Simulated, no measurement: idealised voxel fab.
Process module in this document: voxel lift off
Xsec cut, 295 nm wide, square cell size 5 nm.
In what follows, cross-sections appear as grids of square cells, described through bands that run from the top down, where every band is one or more rows of cells. Band: top height; bottom height; in nm. Then, left to right: material with width in nm, for each material. "edge to edge": a single material spanning edge to edge. "empty": empty space. Heights are measured from 0, the level below which the as-received wafer is all one material; the lowest band has no bottom and continues downward, written as in "top 0, no bottom". Quick explanation for "30..40": the width changes in equal steps down the rows of cells, from the first number in the band's top row to the second number in its bottom row. Given "no modification" for a step, no cell of the cross-section differs between before and after that step. "Sealed internal voids" enumerates empty spaces isolated from the top, with no open way to it, that contain at least 8 cells, giving each as width x height at distance from the left edge, all three in nm. Heads up: the bit after the settings on a step's line is the simulator's remark on that step. Each step line may optionally specify "overlay nm", which for a step with a mask gives the rightward distance between the mask's planned place and where it lay, a negative value indicating the leftward direction.

-- Process steps foreseen in the plan
1 RECEIVE, material Si
2 CONFORMAL_DEP, material SiO2, thk nm 15
3 PATTERN, tone open, mask id LINES, material resist, width nm 15, pitch nm 35, thk nm 25, overlay nm 0
4 DIRECTIONAL_DEP, material Ru, thk nm 15
5 STRIP, etch materials resist
6 CONFORMAL_DEP, material SiN, thk nm 5

-- Wafer cross-section on receipt, i.e. after step 1
> top 0, no bottom | Si edge to edge
> Sealed internal voids: none

-- a wafer at the end: this start, this plan, one mistake
> top 35, bottom 30 | 80 nm empty, then 30 nm SiN, then 5 nm empty, then 30 nm SiN, then 5 nm empty, then 30 nm SiN, then 5 nm empty, then 30 nm SiN, then 80 nm empty
> top 30, bottom 20 | 80 nm empty, then 5 nm SiN, then 20 nm Ru, then 5 nm SiN, then 5 nm empty, then 5 nm SiN, then 20 nm Ru, then 5 nm SiN, then 5 nm empty, then 5 nm SiN, then 20 nm Ru, then 5 nm SiN, then 5 nm empty, then 5 nm SiN, then 20 nm Ru, then 5 nm SiN, then 80 nm empty
> top 20, bottom 15 | 85 nm SiN, then 20 nm Ru, then 15 nm SiN, then 20 nm Ru, then 15 nm SiN, then 20 nm Ru, then 15 nm SiN, then 20 nm Ru, then 85 nm SiN
> top 15, bottom 0 | SiO2 edge to edge
> top 0, no bottom | Si edge to edge
> Sealed internal voids: none
The mistake made against the process plan was this: step 3 was processed under conditions differing from the plan, specifically as PATTERN, tone open, mask id LINES, material resist, width nm 20, pitch nm 35, thk nm 25, overlay nm 0
